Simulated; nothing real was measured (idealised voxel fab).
process module | voxel released beams
cross-section cut | 235 nm wide | cells 5 nm
A cross-section is a grid of square cells, given in bands from the top down. A band is one or more rows of cells.
Each band's line starts with the height of the band's top and of its bottom, in nm. Then come its materials from left to right, each with its width in nm. One material with "throughout" fills the band from edge to edge. "air" is empty space.
Height 0 is the level under which the wafer as received is all one material. The lowest band goes on downwards, as in "0 down".
A width such as "30 to 40" changes by the same amount from each row of cells to the next, from the band's top row to its bottom row.
"no change" after a step means that no cell of the cross-section changed.
closed voids: empty space of 8 cells or more with no open way to the top, each as width x height at its distance from the left edge, in nm
after a step's settings: what the simulator itself notes on the step
overlay nm, on a step with a mask: how far to the right of its planned place the mask lay; to the left if negative
plan
1 op RECEIVE | material Si
2 op CONFORMAL_DEP | material Al2O3 | thk nm 5
3 op DIRECTIONAL_DEP | material SiO2 | thk nm 10
4 op DIRECTIONAL_DEP | material aC | thk nm 10
5 op PATTERN | tone open | mask id ANCHOR | material resist | width nm 35 | thk nm 30 | overlay nm 0
6 op DIRECTIONAL_ETCH | etch materials aC | depth nm 10
7 op STRIP | etch materials resist
8 op DIRECTIONAL_ETCH | etch materials SiO2 | depth nm 10
9 op STRIP | etch materials aC
10 op CONFORMAL_DEP | material SiN | thk nm 15
11 op PATTERN | tone cover | mask id BEAM | material resist | width nm 120 | thk nm 15 | overlay nm 0
12 op DIRECTIONAL_ETCH | etch materials SiN | depth nm 15
13 op STRIP | etch materials resist
14 op STRIP | etch materials SiO2
as received, after step 1
  0 down: Si throughout
  closed voids: none
first wafer at the end, as planned
  30 to 20: air 55 | SiN 20 | air 5 | SiN 95 | air 60
  20 to 15: air 55 | SiN 120 | air 60
  15 to 5: air 60 | SiN 35 | air 140
  5 to 0: Al2O3 throughout
  0 down: Si throughout
  closed voids: none
second wafer at the end: like start, like plan, one mistake
  30 to 20: air 55 | SiN 20 | air 5 | SiN 95 | air 60
  20 to 15: air 55 | SiN 120 | air 60
  15 to 5: air 60 | SiN 35 | air 140
  5 to 0: SiN throughout
  0 down: Si throughout
  closed voids: none
what went wrong: step 2 ran as: op CONFORMAL_DEP | material SiN | thk nm 5
at the end the second wafer has, in cells: 47 fewer of Al2O3 | 47 more of SiN
